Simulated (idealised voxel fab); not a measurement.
Process module heading - voxel self aligned vias
We display cut, a cross-section 205 nm in width whose square cells are each 5 nm.
Cross-section = grid of square cells, listed top down in bands; band = one or more rows. Within each band entry, the heights of the top and of the bottom of the band appear first, in that order and in nm; the materials of the band then follow from left to right, each with its corresponding width in nm. The designation "all across" on a single material indicates that it fills the band from edge to edge; the designation "air" indicates empty space. Basically, 0 is our baseline, since under it the wafer straight out of the box is all one material. The bottom band has no lower end and keeps on going down, so it looks like "top 0, no bottom". A width given as "30..40" starts at the first number in the band's top row and ends at the second number in its bottom row, shifting by an equal amount at every step from row to row. "no change occurred" -> step changed no cross-section cell. Closed cavities: empty space of 8 cells or more with no open way to the top, each as width x height at its distance from the left edge, in nm. On each step's line, the part that comes after the settings is the simulator's own comment on the step. The line of a step may include "overlay nm". On a step with a mask, this value is how far to the right of its planned place the mask lay. A negative value means the mask lay to the left.
### The following list gives the planned process steps
1,RECEIVE, material Si
2,CONFORMAL_DEP, material SiO2, thk nm 10
3,CONFORMAL_DEP, material SiCN, thk nm 5
4,DIRECTIONAL_DEP, material lowk, thk nm 30
5,PATTERN, tone open, mask id LINES, material resist, width nm 20, pitch nm 55, thk nm 15, overlay nm 0
6,DIRECTIONAL_ETCH, etch materials lowk, depth nm 30
7,STRIP, etch materials resist
8,CONFORMAL_DEP, material TiN, thk nm 5
9,FILL_DEP, material W, thk nm 5
10,CMP, height nm 45
11,SELECTIVE_ETCH, etch materials W Ru TiN, depth nm 10
12,FILL_DEP, material SiN, thk nm 10
13,CMP, height nm 45
14,DIRECTIONAL_DEP, material lowk, thk nm 20
15,DIRECTIONAL_DEP, material aC, thk nm 10
16,PATTERN, tone open, mask id VIAS, material resist, width nm 30, pitch nm 55, thk nm 30, overlay nm 0
17,DIRECTIONAL_ETCH, etch materials aC, depth nm 10
18,STRIP, etch materials resist
19,DIRECTIONAL_ETCH, etch materials lowk, depth nm 20
20,DIRECTIONAL_ETCH, etch materials SiN, depth nm 10
21,STRIP, etch materials aC
22,CONFORMAL_DEP, material TiN, thk nm 5
23,FILL_DEP, material Ru, thk nm 5
24,CMP, height nm 65
25,CONFORMAL_DEP, material SiCN, thk nm 5
### So this is the incoming wafer in cross-section - it's already been through step 1
    top 0, no bottom: Si all across
    Closed cavities: none
### Wafer cross-section at module end: first of two, run to plan
    top 70, bottom 65: SiCN all across
    top 65, bottom 50: lowk 30 nm; TiN 5 nm; Ru 20 nm; TiN 5 nm; lowk 25 nm; TiN 5 nm; Ru 20 nm; TiN 5 nm; lowk 25 nm; TiN 5 nm; Ru 20 nm; TiN 5 nm; lowk 35 nm
    top 50, bottom 40: lowk 30..35 nm; TiN 10..5 nm; Ru 10 nm; TiN 10..5 nm; lowk 25..35 nm; TiN 10..5 nm; Ru 10 nm; TiN 10..5 nm; lowk 25..35 nm; TiN 10..5 nm; Ru 10 nm; TiN 10..5 nm; lowk 35..40 nm
    top 40, bottom 35: lowk 35 nm; TiN 20 nm; lowk 35 nm; TiN 20 nm; lowk 35 nm; TiN 20 nm; lowk 40 nm
    top 35, bottom 20: lowk 35 nm; TiN 5 nm; W 10 nm; TiN 5 nm; lowk 35 nm; TiN 5 nm; W 10 nm; TiN 5 nm; lowk 35 nm; TiN 5 nm; W 10 nm; TiN 5 nm; lowk 40 nm
    top 20, bottom 15: lowk 35 nm; TiN 20 nm; lowk 35 nm; TiN 20 nm; lowk 35 nm; TiN 20 nm; lowk 40 nm
    top 15, bottom 10: SiCN all across
    top 10, bottom 0: SiO2 all across
    top 0, no bottom: Si all across
    Closed cavities: none
### Wafer two (of two), end-of-module cross-section: start = wafer one, plan = wafer one, one run mistake
    top 70, bottom 65: SiCN all across
    top 65, bottom 50: lowk 30 nm; TiN 5 nm; Ru 20 nm; TiN 5 nm; lowk 25 nm; TiN 5 nm; Ru 20 nm; TiN 5 nm; lowk 25 nm; TiN 5 nm; Ru 20 nm; TiN 5 nm; lowk 35 nm
    top 50, bottom 45: lowk 30 nm; TiN 30 nm; lowk 25 nm; TiN 30 nm; lowk 25 nm; TiN 30 nm; lowk 35 nm
    top 45, bottom 40: SiCN all across
    top 40, bottom 10: lowk all across
    top 10, bottom 0: SiO2 all across
    top 0, no bottom: Si all across
    Closed cavities: none
It is concluded that the wafer was processed incorrectly with respect to the plan, in that step 3 ran in the slot meant for step 4, and vice versa
End of process, cell counts, second wafer against first, materials with more or fewer: 12 fewer of Ru; 42 fewer of TiN; 18 fewer of W; 72 more of lowk
